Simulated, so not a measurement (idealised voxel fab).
process module | voxel wiring stack
cross-section cut | 270 nm wide | cells 5 nm
A cross-section is a grid of square cells, given in bands from the top down. A band is one or more rows of cells.
Each band's line starts with the height of the band's top and of its bottom, in nm. Then come its materials from left to right, each with its width in nm. One material with "throughout" fills the band from edge to edge. "air" is empty space.
Height 0 is the level under which the wafer as received is all one material. The lowest band goes on downwards, as in "0 down".
A width such as "30 to 40" changes by the same amount from each row of cells to the next, from the band's top row to its bottom row.
"no change" after a step means that no cell of the cross-section changed.
closed voids: empty space of 8 cells or more with no open way to the top, each as width x height at its distance from the left edge, in nm
after a step's settings: what the simulator itself notes on the step
overlay nm, on a step with a mask: how far to the right of its planned place the mask lay; to the left if negative
plan
1 op RECEIVE | material Si
2 op CONFORMAL_DEP | material SiO2 | thk nm 15
3 op CONFORMAL_DEP | material SiN | thk nm 5
4 op DIRECTIONAL_DEP | material SiO2 | thk nm 15
5 op PATTERN | tone open | mask id METAL_1 | material resist | width nm 30 | pitch nm 50 | thk nm 20 | overlay nm 0
6 op DIRECTIONAL_ETCH | etch materials SiO2 | depth nm 15
7 op DIRECTIONAL_ETCH | etch materials SiN | depth nm 5
8 op STRIP | etch materials resist
9 op CONFORMAL_DEP | material TiN | thk nm 5
10 op FILL_DEP | material Cu | thk nm 10
11 op CMP | height nm 35
12 op CONFORMAL_DEP | material SiCN | thk nm 5
13 op DIRECTIONAL_DEP | material lowk | thk nm 25
14 op MASKED_ETCH | tone open | mask id METAL_2_HOLES | width nm 15 | etch materials lowk | depth nm 25 | overlay nm 0
15 op DIRECTIONAL_DEP | material aC | thk nm 10
16 op PATTERN | tone open | mask id METAL_2 | material resist | width nm 30 | pitch nm 50 | thk nm 25 | overlay nm -15
17 op DIRECTIONAL_ETCH | etch materials aC | depth nm 10
18 op STRIP | etch materials resist
19 op DIRECTIONAL_ETCH | etch materials lowk | depth nm 15
20 op DIRECTIONAL_ETCH | etch materials SiCN | depth nm 5
21 op STRIP | etch materials aC
22 op CONFORMAL_DEP | material TiN | thk nm 5
23 op FILL_DEP | material Ru | thk nm 5
24 op CMP | height nm 65
25 op CONFORMAL_DEP | material SiCN | thk nm 5
26 op DIRECTIONAL_DEP | material SiO2 | thk nm 10
27 op MASKED_ETCH | tone open | mask id PLUG_2 | width nm 15 | etch materials SiO2 | depth nm 10 | overlay nm 0
28 op MASKED_ETCH | tone open | mask id PLUG_2 | width nm 15 | etch materials SiCN | depth nm 5 | overlay nm 0
29 op CONFORMAL_DEP | material TiN | thk nm 5
30 op FILL_DEP | material Ru | thk nm 5
31 op CMP | height nm 80
32 op CONFORMAL_DEP | material SiN | thk nm 5
33 op DIRECTIONAL_DEP | material SiO2 | thk nm 20
34 op MASKED_ETCH | tone open | mask id METAL_3 | width nm 30 | pitch nm 50 | etch materials SiO2 | depth nm 20 | overlay nm 0
35 op MASKED_ETCH | tone open | mask id METAL_3 | width nm 30 | pitch nm 50 | etch materials SiN | depth nm 5 | overlay nm 0
36 op CONFORMAL_DEP | material TiN | thk nm 5
37 op FILL_DEP | material Ru | thk nm 5
38 op CMP | height nm 105
39 op CONFORMAL_DEP | material SiN | thk nm 5
varied across the wafers: overlay nm of step 16. The plan shows the first wafer's value. All wafers start alike
first wafer as received, after step 1
  0 down: Si throughout
  closed voids: none
each wafer at the end: cells of each material gained (+) or lost (-) since it was received, then its closed voids
overlay nm -15 | +24 Cu | +53 Ru | +102 SiCN | +138 SiN | +558 SiO2 | +85 TiN | +228 lowk | closed voids: none
overlay nm -10 | +24 Cu | +53 Ru | +102 SiCN | +138 SiN | +558 SiO2 | +85 TiN | +228 lowk | closed voids: none
overlay nm -5 | +24 Cu | +53 Ru | +102 SiCN | +138 SiN | +558 SiO2 | +85 TiN | +228 lowk | closed voids: none
overlay nm 0 | +24 Cu | +53 Ru | +102 SiCN | +138 SiN | +558 SiO2 | +85 TiN | +228 lowk | closed voids: none
overlay nm 5 | +24 Cu | +54 Ru | +103 SiCN | +138 SiN | +558 SiO2 | +86 TiN | +225 lowk | closed voids: none
overlay nm 10 | +24 Cu | +56 Ru | +104 SiCN | +138 SiN | +558 SiO2 | +86 TiN | +222 lowk | closed voids: none
overlay nm 15 | +24 Cu | +58 Ru | +105 SiCN | +138 SiN | +558 SiO2 | +86 TiN | +219 lowk | closed voids: none
